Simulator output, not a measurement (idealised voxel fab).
The process module presented herein is designated voxel self aligned contacts.
Pictured: cross-section cut, 300 nm wide, on a grid of 5 nm square cells.
A cross-section is a grid of square cells, given in bands from the top down. A band is one or more rows of cells. The band entry comprises the height of the band's top followed by the height of its bottom, expressed in nm, and subsequently the band's materials from left to right, each stated together with its width in nm. Where a single material is marked with the word "everywhere", that material fills the band from edge to edge. The word "blank" represents empty space. Ref level 0: as-received wafer is one material below here. Bottom band extends down with no lower bound ("0 nm and below"). Width spec "30..40" -> top row of cells at first value, bottom row at second value, equal per-row change in between. What does "remained the same" mean for a step? It means no cell of the cross-section changed in that step. "Closed void table" means: voids of 8 cells or more that are shut off from the top with no open way through. Written width x height at distance, distance from the left edge, in nm. Past the settings on a step's line: simulator remark, on that step. overlay nm: for a step with a mask, the amount by which the mask lay right of where it was planned; a negative amount means left of it.

These are the steps we planned for the process:
step 1: RECEIVE [material Si]
step 2: OXIDIZE [depth nm 5]
step 3: DIRECTIONAL_DEP [material polySi] [thk nm 20]
step 4: DIRECTIONAL_DEP [material SiN] [thk nm 15]
step 5: PATTERN [tone cover] [mask id GATE] [material resist] [width nm 35] [pitch nm 60] [thk nm 20] [overlay nm 0]
step 6: DIRECTIONAL_ETCH [etch materials SiN] [depth nm 15]
step 7: DIRECTIONAL_ETCH [etch materials polySi] [depth nm 20]
step 8: STRIP [etch materials resist]
step 9: CONFORMAL_DEP [material SiN] [thk nm 5]
step 10: DIRECTIONAL_ETCH [etch materials SiN] [depth nm 5]
step 11: FILL_DEP [material SiO2] [thk nm 15]
step 12: CMP [height nm 45]
step 13: PATTERN [tone open] [mask id CONTACT] [material resist] [width nm 35] [thk nm 15] [overlay nm 0]
step 14: DIRECTIONAL_ETCH [etch materials SiO2] [depth nm 50]
step 15: STRIP [etch materials resist]
step 16: CONFORMAL_DEP [material TiN] [thk nm 5]
step 17: FILL_DEP [material Ru] [thk nm 10]
step 18: CMP [height nm 45]
step 19: CONFORMAL_DEP [material SiN] [thk nm 5]

Cross-section of the incoming wafer, state after step 1:
- 0 nm and below | Si everywhere
- Closed void table: none

Here's the cross-section of the first of our two wafers at the end of the module - it ran as planned:
- 50 nm to 45 nm | SiN everywhere
- 45 nm to 35 nm | SiO2 (130)  TiN (5..15)  Ru (25..5)  TiN (5..15)  SiO2 (135)
- 35 nm to 20 nm | SiO2 (95)  SiN (45)  TiN (5)  Ru (5)  TiN (5)  SiN (45)  SiO2 (100)
- 20 nm to 0 nm | SiO2 (95)  SiN (5)  polySi (35)  SiN (5)  TiN (5)  Ru (5)  TiN (5)  SiN (5)  polySi (35)  SiN (5)  SiO2 (100)
- 0 nm to -5 nm | SiO2 (140)  TiN (15)  SiO2 (145)
- -5 nm and below | Si everywhere
- Closed void table: none

Wafer two (of two), end-of-module cross-section: start = wafer one, plan = wafer one, one run mistake:
- 50 nm to 45 nm | SiN everywhere
- 45 nm to 35 nm | polySi everywhere
- 35 nm to 20 nm | polySi (95)  SiN (45)  polySi (15)  SiN (45)  polySi (100)
- 20 nm to 0 nm | polySi (95)  SiN (5)  polySi (35)  SiN (5)  polySi (15)  SiN (5)  polySi (35)  SiN (5)  polySi (100)
- 0 nm to -5 nm | SiO2 everywhere
- -5 nm and below | Si everywhere
- Closed void table: none
Want to know what went wrong? step 11 off recipe, ran as FILL_DEP [material polySi] [thk nm 15]
Per the end-of-run cell counts, the second wafer holds more or fewer of some materials than the first: -13 Ru, -376 SiO2, -25 TiN, +414 polySi
